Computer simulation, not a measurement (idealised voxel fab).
voxel fin reveal: a process module
The figure presents cross-section cut, which has a width of 270 nm and is divided into square cells with an edge length of 5 nm.
Think of the cross-section as a grid of square cells. We describe it in bands, top to bottom, and each band covers one or more rows of those cells.
Heads up on the band format: heights come first, top then bottom, in nm. After that it's the materials left to right, each with its width in nm. A single material flagged "edge to edge" fills the whole band edge to edge, and "blank" means there's empty space there.
For the purposes of this specification, 0 denotes the height below which the wafer in its as-received condition is composed wholly of one material, and the lowermost band, lacking a lower limit, extends downward without end, as expressed in "0 -> down".
Width "30 to 40": first value at the band's top row of cells, second value at its bottom row, equal change from row to row.
The cross-section has no changed cell in any step marked "no change occurred".
Each empty space that has no open way to the top and spans at least 8 cells appears under "Voids, sealed" as width x height at distance, the distance counted from the left edge, all in nm.
Heads up: the bit after the settings on a step's line is the simulator's remark on that step.
"overlay nm" denotes, for a step that has a mask, the displacement of the mask to the right of its planned place, with negative values corresponding to the left.
INTENDED PROCESS STEPS
- 1: RECEIVE [material Si]
- 2: CONFORMAL_DEP [material SiN] [thk nm 5]
- 3: PATTERN [tone cover] [mask id FINS] [material resist] [width nm 15] [pitch nm 40] [thk nm 15] [overlay nm 0]
- 4: DIRECTIONAL_ETCH [etch materials SiN] [depth nm 5]
- 5: DIRECTIONAL_ETCH [etch materials Si] [depth nm 40]
- 6: STRIP [etch materials resist]
- 7: OXIDIZE [depth nm 5]
- 8: FILL_DEP [material SiO2] [thk nm 10]
- 9: CMP [height nm 5]
- 10: SELECTIVE_ETCH [etch materials SiO2] [depth nm 30]
- 11: STRIP [etch materials SiN]
FIRST OUT OF TWO WAFERS; RUN WENT TO PLAN
AS-RECEIVED WAFER CROSS-SECTION (AFTER STEP 1)
  0 -> down  Si edge to edge
  Voids, sealed: none
THE WAFER, SEEN IN CROSS-SECTION, AFTER STEP 2
  5 -> 0  SiN edge to edge
  Rest of section, below 0: as before.
THE WAFER, SEEN IN CROSS-SECTION, AFTER STEP 3
  20 -> 5  blank (65), resist (15), blank (25), resist (15), blank (25), resist (15), blank (25), resist (15), blank (70)
  Rest of section, below 5: as before.
THE WAFER, SEEN IN CROSS-SECTION, AFTER STEP 4
  20 -> 5  blank (65), resist (15), blank (25), resist (15), blank (25), resist (15), blank (25), resist (15), blank (70)
  5 -> 0  blank (65), SiN (15), blank (25), SiN (15), blank (25), SiN (15), blank (25), SiN (15), blank (70)
  Rest of section, below 0: as before.
THE WAFER, SEEN IN CROSS-SECTION, AFTER STEP 5
  20 -> 5  blank (65), resist (15), blank (25), resist (15), blank (25), resist (15), blank (25), resist (15), blank (70)
  5 -> 0  blank (65), SiN (15), blank (25), SiN (15), blank (25), SiN (15), blank (25), SiN (15), blank (70)
  0 -> -40  blank (65), Si (15), blank (25), Si (15), blank (25), Si (15), blank (25), Si (15), blank (70)
  Rest of section, below -40: as before.
THE WAFER, SEEN IN CROSS-SECTION, AFTER STEP 6
  5 -> 0  blank (65), SiN (15), blank (25), SiN (15), blank (25), SiN (15), blank (25), SiN (15), blank (70)
  Rest of section, below 0: as before.
THE WAFER, SEEN IN CROSS-SECTION, AFTER STEP 7
  5 -> 0  blank (65), SiN (15), blank (25), SiN (15), blank (25), SiN (15), blank (25), SiN (15), blank (70)
  0 -> -40  blank (65), SiO2 (5), Si (5), SiO2 (5), blank (25), SiO2 (5), Si (5), SiO2 (5), blank (25), SiO2 (5), Si (5), SiO2 (5), blank (25), SiO2 (5), Si (5), SiO2 (5), blank (70)
  -40 -> -45  SiO2 (70), Si (5), SiO2 (35), Si (5), SiO2 (35), Si (5), SiO2 (35), Si (5), SiO2 (75)
  Rest of section, below -45: as before.
THE WAFER, SEEN IN CROSS-SECTION, AFTER STEP 8
  15 -> 5  SiO2 edge to edge
  5 -> 0  SiO2 (65), SiN (15), SiO2 (25), SiN (15), SiO2 (25), SiN (15), SiO2 (25), SiN (15), SiO2 (70)
  0 -> -45  SiO2 (70), Si (5), SiO2 (35), Si (5), SiO2 (35), Si (5), SiO2 (35), Si (5), SiO2 (75)
  Rest of section, below -45: as before.
THE WAFER, SEEN IN CROSS-SECTION, AFTER STEP 9
  5 -> 0  SiO2 (65), SiN (15), SiO2 (25), SiN (15), SiO2 (25), SiN (15), SiO2 (25), SiN (15), SiO2 (70)
  Rest of section, below 0: as before.
THE WAFER, SEEN IN CROSS-SECTION, AFTER STEP 10
  5 -> 0  blank (65), SiN (15), blank (25), SiN (15), blank (25), SiN (15), blank (25), SiN (15), blank (70)
  0 -> -25  blank (70), Si (5), blank (35), Si (5), blank (35), Si (5), blank (35), Si (5), blank (75)
  Rest of section, below -25: as before.
THE WAFER, SEEN IN CROSS-SECTION, AFTER STEP 11
  0 -> -25  blank (70), Si (5), blank (35), Si (5), blank (35), Si (5), blank (35), Si (5), blank (75)
  Rest of section, below -25: as before.
THE REMAINING WAFER, SECOND OF THE TWO, STARTED LIKE THE FIRST AND WAS RUN TO THE SAME PLAN, EXCEPT THAT ONE MISTAKE WAS MADE ALONG THE WAY; THE TWO COINCIDE THROUGH STEP 7, INCLUSIVE
WHEN STEP 8 SHOULD HAVE ENDED
  15 -> 0  SiN edge to edge
  0 -> -40  SiN (65), SiO2 (5), Si (5), SiO2 (5), SiN (25), SiO2 (5), Si (5), SiO2 (5), SiN (25), SiO2 (5), Si (5), SiO2 (5), SiN (25), SiO2 (5), Si (5), SiO2 (5), SiN (70)
  Rest of section, below -40: as before.
WHEN STEP 9 SHOULD HAVE ENDED
  5 -> 0  SiN edge to edge
  Rest of section, below 0: as before.
when step 10 should have ended: no change occurred
WHEN STEP 11 SHOULD HAVE ENDED
  0 -> -40  blank (65), SiO2 (5), Si (5), SiO2 (5), blank (25), SiO2 (5), Si (5), SiO2 (5), blank (25), SiO2 (5), Si (5), SiO2 (5), blank (25), SiO2 (5), Si (5), SiO2 (5), blank (70)
  Rest of section, below -40: as before.
What went wrong in running the wafer? heads up, step 8 didn't go per plan, it actually ran as FILL_DEP [material SiN] [thk nm 10]
Final wafer comparison in cells, second versus first, more or fewer per material: -86 SiO2
